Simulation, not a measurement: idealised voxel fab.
The name of this process module is voxel trench capacitor.
245 nm wide, 5 nm square cells: that's cross-section cut.
A cross-section is written here as square cells arranged in a grid, and it is given in bands from the top down, each band taking up one or more rows of cells.
For a band, the entry starts with two heights in nm, that of the top and then that of the bottom, and carries on with the band's materials in order from left to right, each alongside its width in nm; the word "edge to edge" beside a single material means it fills the band edge to edge, and "air" means empty space.
Heights from 0 (as-received wafer is one material below). Bottom band endless downward, as "z 0 and below".
Width "30->40": first value at the band's top row of cells, second value at its bottom row, equal change from row to row.
The cross-section has no changed cell in any step marked "no modifications".
If an empty space has no open way to the top and is at least 8 cells in size, "Enclosed void list" lists it, written width x height at distance, where distance is measured from the left edge and every value is in nm.
On a step's line, text after the settings is the simulator commenting on that step.
overlay nm: on a step with a mask, how far right of its planned place the mask lay; negative means left.

This section lists the process steps that were planned
- 1: RECEIVE: material Si
- 2: CONFORMAL_DEP: material SiN, thk nm 5
- 3: DIRECTIONAL_DEP: material aC, thk nm 15
- 4: PATTERN: tone open, mask id TRENCH, material resist, width nm 25, pitch nm 50, thk nm 30, overlay nm 0
- 5: DIRECTIONAL_ETCH: etch materials aC, depth nm 15
- 6: STRIP: etch materials resist
- 7: DIRECTIONAL_ETCH: etch materials SiN, depth nm 5
- 8: DIRECTIONAL_ETCH: etch materials Si, depth nm 25
- 9: STRIP: etch materials aC
- 10: CONFORMAL_DEP: material HfO2, thk nm 5
- 11: CONFORMAL_DEP: material TiN, thk nm 5
- 12: FILL_DEP: material W, thk nm 5
- 13: CMP: height nm -5
Wafers differ in height nm at step 13; plan lists the first wafer's value; identical starting state.

The first of several wafers in cross-section, exactly as it reached us after step 1
* z 0 and below: Si edge to edge
* Enclosed void list: none

Below: a row per wafer. Contents at end of module: for every material, cells gained since receipt (+) or lost since receipt (-); then closed voids
height nm -5, +33 HfO2, -109 Si, +21 TiN, +6 W, Enclosed void list: none
height nm 0, +39 HfO2, -75 Si, +27 TiN, +9 W, Enclosed void list: none
height nm 5, +45 HfO2, -75 Si, +34 SiN, +33 TiN, +12 W, Enclosed void list: none
height nm 10, +85 HfO2, -75 Si, +34 SiN, +39 TiN, +15 W, Enclosed void list: none
height nm 15, +85 HfO2, -75 Si, +34 SiN, +85 TiN, +18 W, Enclosed void list: none
height nm 20, +85 HfO2, -75 Si, +34 SiN, +85 TiN, +67 W, Enclosed void list: none
